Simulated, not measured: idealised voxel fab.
Module name: voxel fin reveal (process module)
Xsec cut, 245 nm wide, square cell size 5 nm.
A cross-section in this document is a grid of square cells, and it is written down as bands, the top band listed before the ones below it; a band is made up of one or more rows of cells. It is stipulated that each band's entry specify, in nanometres, the height of the top of the band and then that of its bottom, followed by the materials of the band in left-to-right sequence, each together with its width in nanometres. A single material marked by the word "edge to edge" is understood to fill the band from edge to edge; the word "blank" is understood to denote empty space. The reference from which all heights are counted is 0, the level beneath which the as-received wafer is entirely one material; the lowest band, having no lower bound, proceeds downward and is written after the example "top 0, no bottom". You'd read "30->40" like this: the band's top row of cells is as wide as the first number, its bottom row is as wide as the second, and going down, every row changes width by the same amount as the row before did. Basically "changes: none" means that step didn't change any cell in the cross-section. The entry "Trapped void list" lists the empty spaces that cover at least 8 cells and have no open path to the top. Each is written as width x height at distance, where the distance is measured from the left edge and all three values are in nm. Heads up: the bit after the settings on a step's line is the simulator's remark on that step. If you see "overlay nm" on a step's line and that step has a mask, it's telling you how far right of where it was planned the mask ended up; a negative number means it went left instead.

This section lists the process steps that were planned:
- 1: op RECEIVE | material Si
- 2: op CONFORMAL_DEP | material SiN | thk nm 5
- 3: op PATTERN | tone cover | mask id FINS | material resist | width nm 15 | pitch nm 35 | thk nm 20 | overlay nm 0
- 4: op DIRECTIONAL_ETCH | etch materials SiN | depth nm 5
- 5: op DIRECTIONAL_ETCH | etch materials Si | depth nm 40
- 6: op STRIP | etch materials resist
- 7: op OXIDIZE | depth nm 5
- 8: op FILL_DEP | material SiO2 | thk nm 15
- 9: op CMP | height nm 5
- 10: op SELECTIVE_ETCH | etch materials SiO2 | depth nm 20
- 11: op STRIP | etch materials SiN

Below: the first of two wafers, run as planned:

as received, after step 1:
	top 0, no bottom | Si edge to edge
	Trapped void list: none

How the wafer stands in section after step 2:
	top 5, bottom 0 | SiN edge to edge
	Everything below 0 is unchanged.

How the wafer stands in section after step 3:
	top 25, bottom 5 | 80 blank | 15 resist | 20 blank | 15 resist | 20 blank | 15 resist | 80 blank
	Everything below 5 is unchanged.

How the wafer stands in section after step 4:
	top 25, bottom 5 | 80 blank | 15 resist | 20 blank | 15 resist | 20 blank | 15 resist | 80 blank
	top 5, bottom 0 | 80 blank | 15 SiN | 20 blank | 15 SiN | 20 blank | 15 SiN | 80 blank
	Everything below 0 is unchanged.

How the wafer stands in section after step 5:
	top 25, bottom 5 | 80 blank | 15 resist | 20 blank | 15 resist | 20 blank | 15 resist | 80 blank
	top 5, bottom 0 | 80 blank | 15 SiN | 20 blank | 15 SiN | 20 blank | 15 SiN | 80 blank
	top 0, bottom -40 | 80 blank | 15 Si | 20 blank | 15 Si | 20 blank | 15 Si | 80 blank
	Everything below -40 is unchanged.

How the wafer stands in section after step 6:
	top 5, bottom 0 | 80 blank | 15 SiN | 20 blank | 15 SiN | 20 blank | 15 SiN | 80 blank
	Everything below 0 is unchanged.

How the wafer stands in section after step 7:
	top 5, bottom 0 | 80 blank | 15 SiN | 20 blank | 15 SiN | 20 blank | 15 SiN | 80 blank
	top 0, bottom -40 | 80 blank | 5 SiO2 | 5 Si | 5 SiO2 | 20 blank | 5 SiO2 | 5 Si | 5 SiO2 | 20 blank | 5 SiO2 | 5 Si | 5 SiO2 | 80 blank
	top -40, bottom -45 | 85 SiO2 | 5 Si | 30 SiO2 | 5 Si | 30 SiO2 | 5 Si | 85 SiO2
	Everything below -45 is unchanged.

How the wafer stands in section after step 8:
	top 20, bottom 5 | SiO2 edge to edge
	top 5, bottom 0 | 80 SiO2 | 15 SiN | 20 SiO2 | 15 SiN | 20 SiO2 | 15 SiN | 80 SiO2
	top 0, bottom -45 | 85 SiO2 | 5 Si | 30 SiO2 | 5 Si | 30 SiO2 | 5 Si | 85 SiO2
	Everything below -45 is unchanged.

How the wafer stands in section after step 9:
	top 5, bottom 0 | 80 SiO2 | 15 SiN | 20 SiO2 | 15 SiN | 20 SiO2 | 15 SiN | 80 SiO2
	Everything below 0 is unchanged.

How the wafer stands in section after step 10:
	top 5, bottom 0 | 80 blank | 15 SiN | 20 blank | 15 SiN | 20 blank | 15 SiN | 80 blank
	top 0, bottom -15 | 85 blank | 5 Si | 30 blank | 5 Si | 30 blank | 5 Si | 85 blank
	Everything below -15 is unchanged.

How the wafer stands in section after step 11:
	top 0, bottom -15 | 85 blank | 5 Si | 30 blank | 5 Si | 30 blank | 5 Si | 85 blank
	Everything below -15 is unchanged.

Companion wafer, the second of two: same beginning, same intended sequence, one mistake in carrying it out; through step 2 inclusive it tracks the first exactly:

Second wafer, cut view, end of step 3 per plan:
	top 25, bottom 5 | 80 resist | 15 blank | 20 resist | 15 blank | 20 resist | 15 blank | 80 resist
	Everything below 5 is unchanged.

Second wafer, cut view, end of step 4 per plan:
	top 25, bottom 5 | 80 resist | 15 blank | 20 resist | 15 blank | 20 resist | 15 blank | 80 resist
	top 5, bottom 0 | 80 SiN | 15 blank | 20 SiN | 15 blank | 20 SiN | 15 blank | 80 SiN
	Everything below 0 is unchanged.

Second wafer, cut view, end of step 5 per plan:
	top 25, bottom 5 | 80 resist | 15 blank | 20 resist | 15 blank | 20 resist | 15 blank | 80 resist
	top 5, bottom 0 | 80 SiN | 15 blank | 20 SiN | 15 blank | 20 SiN | 15 blank | 80 SiN
	top 0, bottom -40 | 80 Si | 15 blank | 20 Si | 15 blank | 20 Si | 15 blank | 80 Si
	Everything below -40 is unchanged.

Second wafer, cut view, end of step 6 per plan:
	top 5, bottom 0 | 80 SiN | 15 blank | 20 SiN | 15 blank | 20 SiN | 15 blank | 80 SiN
	Everything below 0 is unchanged.

Second wafer, cut view, end of step 7 per plan:
	top 5, bottom 0 | 80 SiN | 15 blank | 20 SiN | 15 blank | 20 SiN | 15 blank | 80 SiN
	top 0, bottom -40 | 75 Si | 5 SiO2 | 15 blank | 5 SiO2 | 10 Si | 5 SiO2 | 15 blank | 5 SiO2 | 10 Si | 5 SiO2 | 15 blank | 5 SiO2 | 75 Si
	top -40, bottom -45 | 75 Si | 25 SiO2 | 10 Si | 25 SiO2 | 10 Si | 25 SiO2 | 75 Si
	Everything below -45 is unchanged.

Second wafer, cut view, end of step 8 per plan:
	top 20, bottom 5 | SiO2 edge to edge
	top 5, bottom 0 | 80 SiN | 15 SiO2 | 20 SiN | 15 SiO2 | 20 SiN | 15 SiO2 | 80 SiN
	top 0, bottom -45 | 75 Si | 25 SiO2 | 10 Si | 25 SiO2 | 10 Si | 25 SiO2 | 75 Si
	Everything below -45 is unchanged.

Second wafer, cut view, end of step 9 per plan:
	top 5, bottom 0 | 80 SiN | 15 SiO2 | 20 SiN | 15 SiO2 | 20 SiN | 15 SiO2 | 80 SiN
	Everything below 0 is unchanged.

Second wafer, cut view, end of step 10 per plan:
	top 5, bottom 0 | 80 SiN | 15 blank | 20 SiN | 15 blank | 20 SiN | 15 blank | 80 SiN
	top 0, bottom -15 | 75 Si | 25 blank | 10 Si | 25 blank | 10 Si | 25 blank | 75 Si
	Everything below -15 is unchanged.

Second wafer, cut view, end of step 11 per plan:
	top 0, bottom -15 | 75 Si | 25 blank | 10 Si | 25 blank | 10 Si | 25 blank | 75 Si
	Everything below -15 is unchanged.
Error vs. plan: not per plan at step 3, really ran op PATTERN | tone open | mask id FINS | material resist | width nm 15 | pitch nm 35 | thk nm 20 | overlay nm 0
Final difference in cells, second wafer against first, listed per material as more or fewer: Si +279; SiO2 -186
